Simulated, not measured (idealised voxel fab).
Module name: voxel gate over fins (process module)
We display cut, a cross-section 230 nm in width whose square cells are each 5 nm.
Think of the cross-section as a grid of square cells. We describe it in bands, top to bottom, and each band covers one or more rows of those cells.
First you get the band's top height and its bottom height, in nm, and then the materials it's made of, left to right, with each width in nm. If you see a single material with "throughout", that one covers the band edge to edge. "blank" is empty space.
Heights are reckoned from 0. Under this level, the received wafer is all of one material. The bottommost band is open-ended downward, for example "0 nm and below".
The notation "30..40" denotes a width that varies across the rows of cells in the band, beginning at the first number in the top row, finishing at the second number in the bottom row, and changing by an identical amount from each row to the next.
It should be understood that the words "nothing got changed", when stated for a given step, signify that the cross-section underwent no change in any of its cells during that step.
Each empty space that has no open way to the top and spans at least 8 cells appears under "Trapped voids" as width x height at distance, the distance counted from the left edge, all in nm.
Read whatever lies past the settings on a step's line as the simulator's own remark about the step.
The line of a step may include "overlay nm". On a step with a mask, this value is how far to the right of its planned place the mask lay. A negative value means the mask lay to the left.
# The planned process steps are enumerated hereunder
- 1: RECEIVE | material Si
- 2: CONFORMAL_DEP | material SiN | thk nm 5
- 3: PATTERN | tone cover | mask id FINS | material resist | width nm 15 | pitch nm 60 | thk nm 20 | overlay nm 0
- 4: DIRECTIONAL_ETCH | etch materials SiN | depth nm 5
- 5: DIRECTIONAL_ETCH | etch materials Si | depth nm 35
- 6: STRIP | etch materials resist
- 7: OXIDIZE | depth nm 5
- 8: FILL_DEP | material SiO2 | thk nm 15
- 9: CMP | height nm 5
- 10: PATTERN | tone open | mask id RAIL | material resist | width nm 15 | thk nm 20 | overlay nm 0
- 11: DIRECTIONAL_ETCH | etch materials SiO2 | depth nm 35
- 12: STRIP | etch materials resist
- 13: CONFORMAL_DEP | material TiN | thk nm 5
- 14: FILL_DEP | material Ru | thk nm 10
- 15: CMP | height nm 5
- 16: SELECTIVE_ETCH | etch materials W Ru TiN | depth nm 30
- 17: FILL_DEP | material SiO2 | thk nm 5
- 18: CMP | height nm 5
- 19: SELECTIVE_ETCH | etch materials SiO2 | depth nm 20
- 20: STRIP | etch materials SiN
- 21: CONFORMAL_DEP | material HfO2 | thk nm 5
- 22: CONFORMAL_DEP | material TiN | thk nm 5
- 23: CONFORMAL_DEP | material TiAl | thk nm 5
- 24: CONFORMAL_DEP | material TiN | thk nm 5
- 25: FILL_DEP | material W | thk nm 15
- 26: CMP | height nm 30
- 27: CONFORMAL_DEP | material SiN | thk nm 10
# This is the cross-section of the wafer as we received it, i.e. after step 1
- 0 nm and below | Si throughout
- Trapped voids: none
# Cross-section, first of two wafers, end of module, run as planned
- 40 nm to 30 nm | SiN throughout
- 30 nm to 20 nm | W throughout
- 20 nm to 15 nm | W=60; TiN=45; W=15; TiN=45; W=65
- 15 nm to 10 nm | W=60; TiN=5; TiAl=35; TiN=5; W=15; TiN=5; TiAl=35; TiN=5; W=65
- 10 nm to 5 nm | W=60; TiN=5; TiAl=5; TiN=25; TiAl=5; TiN=5; W=15; TiN=5; TiAl=5; TiN=25; TiAl=5; TiN=5; W=65
- 5 nm to 0 nm | TiN=65; TiAl=5; TiN=5; HfO2=15; TiN=5; TiAl=5; TiN=25; TiAl=5; TiN=5; HfO2=15; TiN=5; TiAl=5; TiN=70
- 0 nm to -5 nm | TiAl=70; TiN=5; HfO2=5; Si=5; HfO2=5; TiN=5; TiAl=35; TiN=5; HfO2=5; Si=5; HfO2=5; TiN=5; TiAl=75
- -5 nm to -10 nm | TiN=75; HfO2=5; Si=5; HfO2=5; TiN=45; HfO2=5; Si=5; HfO2=5; TiN=80
- -10 nm to -15 nm | HfO2=80; Si=5; HfO2=55; Si=5; HfO2=85
- -15 nm to -25 nm | SiO2=80; Si=5; SiO2=55; Si=5; SiO2=85
- -25 nm to -30 nm | SiO2=80; Si=5; SiO2=20; TiN=15; SiO2=20; Si=5; SiO2=85
- -30 nm to -40 nm | SiO2=80; Si=5; SiO2=55; Si=5; SiO2=85
- -40 nm and below | Si throughout
- Trapped voids: none
# Here's the second of our two wafers sectioned at module end. Same start as the first, same plan, but one mistake got made running it
- 40 nm to 30 nm | SiN throughout
- 30 nm to 20 nm | W throughout
- 20 nm to 15 nm | W=60; TiN=45; W=15; TiN=45; W=65
- 15 nm to 10 nm | W=60; TiN=5; TiAl=35; TiN=5; W=15; TiN=5; TiAl=35; TiN=5; W=65
- 10 nm to 5 nm | W=60; TiN=5; TiAl=5; TiN=25; TiAl=5; TiN=5; W=15; TiN=5; TiAl=5; TiN=25; TiAl=5; TiN=5; W=65
- 5 nm to 0 nm | TiN=65; TiAl=5; TiN=5; HfO2=15; TiN=5; TiAl=5; TiN=25; TiAl=5; TiN=5; HfO2=15; TiN=5; TiAl=5; TiN=70
- 0 nm to -5 nm | TiAl=70; TiN=5; HfO2=5; Si=5; HfO2=5; TiN=5; TiAl=35; TiN=5; HfO2=5; Si=5; HfO2=5; TiN=5; TiAl=75
- -5 nm to -10 nm | TiN=65; TiAl=5; TiN=5; HfO2=5; Si=5; HfO2=5; TiN=5; TiAl=5; TiN=25; TiAl=5; TiN=5; HfO2=5; Si=5; HfO2=5; TiN=5; TiAl=5; TiN=70
- -10 nm to -15 nm | HfO2=60; TiN=15; HfO2=5; Si=5; HfO2=5; TiN=15; HfO2=15; TiN=15; HfO2=5; Si=5; HfO2=5; TiN=15; HfO2=65
- -15 nm to -20 nm | SiO2=55; HfO2=25; Si=5; HfO2=25; SiO2=5; HfO2=25; Si=5; HfO2=25; SiO2=60
- -20 nm to -25 nm | SiO2=80; Si=5; SiO2=55; Si=5; SiO2=85
- -25 nm to -30 nm | SiO2=80; Si=5; SiO2=20; TiN=15; SiO2=20; Si=5; SiO2=85
- -30 nm to -40 nm | SiO2=80; Si=5; SiO2=55; Si=5; SiO2=85
- -40 nm and below | Si throughout
- Trapped voids: none
The plan and the run diverged here: step 19 ran in the slot meant for step 20, and vice versa
At the finish, the second wafer shows more or fewer cells for some materials than the first does: HfO2 +8, SiO2 -20, TiAl +4, TiN +8
